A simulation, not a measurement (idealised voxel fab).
process module | voxel gate over fins
cross-section cut | 300 nm wide | cells 5 nm
A cross-section is a grid of square cells, given in bands from the top down. A band is one or more rows of cells.
Each band's line starts with the height of the band's top and of its bottom, in nm. Then come its materials from left to right, each with its width in nm. One material with "throughout" fills the band from edge to edge. "air" is empty space.
Height 0 is the level under which the wafer as received is all one material. The lowest band goes on downwards, as in "0 down".
A width such as "30 to 40" changes by the same amount from each row of cells to the next, from the band's top row to its bottom row.
"no change" after a step means that no cell of the cross-section changed.
closed voids: empty space of 8 cells or more with no open way to the top, each as width x height at its distance from the left edge, in nm
after a step's settings: what the simulator itself notes on the step
overlay nm, on a step with a mask: how far to the right of its planned place the mask lay; to the left if negative
plan
1 op RECEIVE | material Si
2 op CONFORMAL_DEP | material SiN | thk nm 5
3 op MASKED_ETCH | tone cover | mask id FINS | width nm 15 | pitch nm 55 | etch materials SiN | depth nm 5 | overlay nm 0
4 op MASKED_ETCH | tone cover | mask id FINS | width nm 15 | pitch nm 55 | etch materials Si | depth nm 40 | overlay nm 0
5 op OXIDIZE | depth nm 5
6 op FILL_DEP | material SiO2 | thk nm 10
7 op CMP | height nm 5
8 op DIRECTIONAL_DEP | material aC | thk nm 10
9 op PATTERN | tone open | mask id RAIL | material resist | width nm 15 | thk nm 25 | overlay nm 0
10 op DIRECTIONAL_ETCH | etch materials aC | depth nm 10
11 op STRIP | etch materials resist
12 op DIRECTIONAL_ETCH | etch materials SiO2 | depth nm 40
13 op STRIP | etch materials aC
14 op CONFORMAL_DEP | material TiN | thk nm 5
15 op FILL_DEP | material W | thk nm 10
16 op CMP | height nm 5
17 op SELECTIVE_ETCH | etch materials W Ru TiN | depth nm 15
18 op FILL_DEP | material SiO2 | thk nm 5
19 op CMP | height nm 5
20 op SELECTIVE_ETCH | etch materials SiO2 | depth nm 15
21 op STRIP | etch materials SiN
22 op CONFORMAL_DEP | material HfO2 | thk nm 5
23 op CONFORMAL_DEP | material TiN | thk nm 5
24 op CONFORMAL_DEP | material TiAl | thk nm 5
25 op CONFORMAL_DEP | material TiN | thk nm 5
26 op FILL_DEP | material W | thk nm 15
27 op CMP | height nm 30
28 op CONFORMAL_DEP | material SiN | thk nm 5
varied across the wafers: depth nm of step 17. The plan shows the first wafer's value. All wafers start alike
first wafer as received, after step 1
  0 down: Si throughout
  closed voids: none
each wafer at the end: cells of each material gained (+) or lost (-) since it was received, then its closed voids
depth nm 15 | +76 HfO2 | -504 Si | +60 SiN | +377 SiO2 | +76 TiAl | +163 TiN | +172 W | closed voids: none
depth nm 20 | +76 HfO2 | -504 Si | +60 SiN | +380 SiO2 | +76 TiAl | +161 TiN | +171 W | closed voids: none
depth nm 25 | +76 HfO2 | -504 Si | +60 SiN | +383 SiO2 | +76 TiAl | +159 TiN | +170 W | closed voids: none
depth nm 30 | +76 HfO2 | -504 Si | +60 SiN | +386 SiO2 | +76 TiAl | +157 TiN | +169 W | closed voids: none
depth nm 35 | +76 HfO2 | -504 Si | +60 SiN | +389 SiO2 | +76 TiAl | +155 TiN | +168 W | closed voids: none
depth nm 40 | +76 HfO2 | -504 Si | +60 SiN | +392 SiO2 | +76 TiAl | +152 TiN | +168 W | closed voids: none
